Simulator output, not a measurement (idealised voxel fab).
Proc. module: voxel fin reveal
The cross-section shown here is cut; it is 280 nm wide and divided into square cells measuring 5 nm on a side.
Cross-section format: a grid of square cells, given as bands from top to bottom; each band is one or more rows of cells.
It is stipulated that each band's entry specify, in nanometres, the height of the top of the band and then that of its bottom, followed by the materials of the band in left-to-right sequence, each together with its width in nanometres. A single material marked by the word "edge to edge" is understood to fill the band from edge to edge; the word "air" is understood to denote empty space.
It should be noted that heights are counted from 0, beneath which the wafer as supplied is of one material throughout, and that the lowest band possesses no lower boundary but continues downward, as written in "z 0 and below".
The notation "30..40" denotes a width that varies across the rows of cells in the band, beginning at the first number in the top row, finishing at the second number in the bottom row, and changing by an identical amount from each row to the next.
"remained unchanged" (step): cross-section cells unchanged, all of them.
The list in "Closed void list" covers empty spaces of 8 cells or more that cannot reach the top through any open way, and it gives each as width x height at distance; the distance is from the left edge, and width, height and distance are in nm.
Step line, after settings: the simulator's comment on this step.
"overlay nm" on a masked step: distance the mask lay right of its planned place, negative for left.
[Process steps - plan]
1 RECEIVE | material Si
2 CONFORMAL_DEP | material SiN | thk nm 5
3 PATTERN | tone cover | mask id FINS | material resist | width nm 15 | pitch nm 40 | thk nm 20 | overlay nm 0
4 DIRECTIONAL_ETCH | etch materials SiN | depth nm 5
5 DIRECTIONAL_ETCH | etch materials Si | depth nm 40
6 STRIP | etch materials resist
7 OXIDIZE | depth nm 5
8 FILL_DEP | material SiO2 | thk nm 15
9 CMP | height nm 5
10 SELECTIVE_ETCH | etch materials SiO2 | depth nm 35
11 STRIP | etch materials SiN
[The first wafer of two, processed as planned]
[Wafer as received: cross-section following step 1]
  z 0 and below: Si edge to edge
  Closed void list: none
[after step 2]
  z 5 to 0: SiN edge to edge
  All layers under 0 are left as they were.
[after step 3]
  z 25 to 5: air: 70  resist: 15  air: 25  resist: 15  air: 25  resist: 15  air: 25  resist: 15  air: 75
  All layers under 5 are left as they were.
[after step 4]
  z 25 to 5: air: 70  resist: 15  air: 25  resist: 15  air: 25  resist: 15  air: 25  resist: 15  air: 75
  z 5 to 0: air: 70  SiN: 15  air: 25  SiN: 15  air: 25  SiN: 15  air: 25  SiN: 15  air: 75
  All layers under 0 are left as they were.
[after step 5]
  z 25 to 5: air: 70  resist: 15  air: 25  resist: 15  air: 25  resist: 15  air: 25  resist: 15  air: 75
  z 5 to 0: air: 70  SiN: 15  air: 25  SiN: 15  air: 25  SiN: 15  air: 25  SiN: 15  air: 75
  z 0 to -40: air: 70  Si: 15  air: 25  Si: 15  air: 25  Si: 15  air: 25  Si: 15  air: 75
  All layers under -40 are left as they were.
[after step 6]
  z 5 to 0: air: 70  SiN: 15  air: 25  SiN: 15  air: 25  SiN: 15  air: 25  SiN: 15  air: 75
  All layers under 0 are left as they were.
[after step 7]
  z 5 to 0: air: 70  SiN: 15  air: 25  SiN: 15  air: 25  SiN: 15  air: 25  SiN: 15  air: 75
  z 0 to -40: air: 70  SiO2: 5  Si: 5  SiO2: 5  air: 25  SiO2: 5  Si: 5  SiO2: 5  air: 25  SiO2: 5  Si: 5  SiO2: 5  air: 25  SiO2: 5  Si: 5  SiO2: 5  air: 75
  z -40 to -45: SiO2: 75  Si: 5  SiO2: 35  Si: 5  SiO2: 35  Si: 5  SiO2: 35  Si: 5  SiO2: 80
  All layers under -45 are left as they were.
[after step 8]
  z 20 to 5: SiO2 edge to edge
  z 5 to 0: SiO2: 70  SiN: 15  SiO2: 25  SiN: 15  SiO2: 25  SiN: 15  SiO2: 25  SiN: 15  SiO2: 75
  z 0 to -45: SiO2: 75  Si: 5  SiO2: 35  Si: 5  SiO2: 35  Si: 5  SiO2: 35  Si: 5  SiO2: 80
  All layers under -45 are left as they were.
[after step 9]
  z 5 to 0: SiO2: 70  SiN: 15  SiO2: 25  SiN: 15  SiO2: 25  SiN: 15  SiO2: 25  SiN: 15  SiO2: 75
  All layers under 0 are left as they were.
[after step 10]
  z 5 to 0: air: 70  SiN: 15  air: 25  SiN: 15  air: 25  SiN: 15  air: 25  SiN: 15  air: 75
  z 0 to -30: air: 75  Si: 5  air: 35  Si: 5  air: 35  Si: 5  air: 35  Si: 5  air: 80
  All layers under -30 are left as they were.
[after step 11]
  z 0 to -30: air: 75  Si: 5  air: 35  Si: 5  air: 35  Si: 5  air: 35  Si: 5  air: 80
  All layers under -30 are left as they were.
[Here the second wafer is described. Its start and its plan were those of the first wafer. Its run contained one mistake. Up to and including step 9, it did exactly what the first wafer did]
[Cross-section of the second wafer at the time step 10 of the plan should have ended]
  z 5 to 0: air: 70  SiN: 15  air: 25  SiN: 15  air: 25  SiN: 15  air: 25  SiN: 15  air: 75
  z 0 to -40: air: 75  Si: 5  air: 35  Si: 5  air: 35  Si: 5  air: 35  Si: 5  air: 80
  All layers under -40 are left as they were.
[Cross-section of the second wafer at the time step 11 of the plan should have ended]
  z 0 to -40: air: 75  Si: 5  air: 35  Si: 5  air: 35  Si: 5  air: 35  Si: 5  air: 80
  All layers under -40 are left as they were.
Run error: step 10 ran as: SELECTIVE_ETCH | etch materials SiO2 | depth nm 45
Final wafer comparison in cells, second versus first, more or fewer per material: -104 SiO2
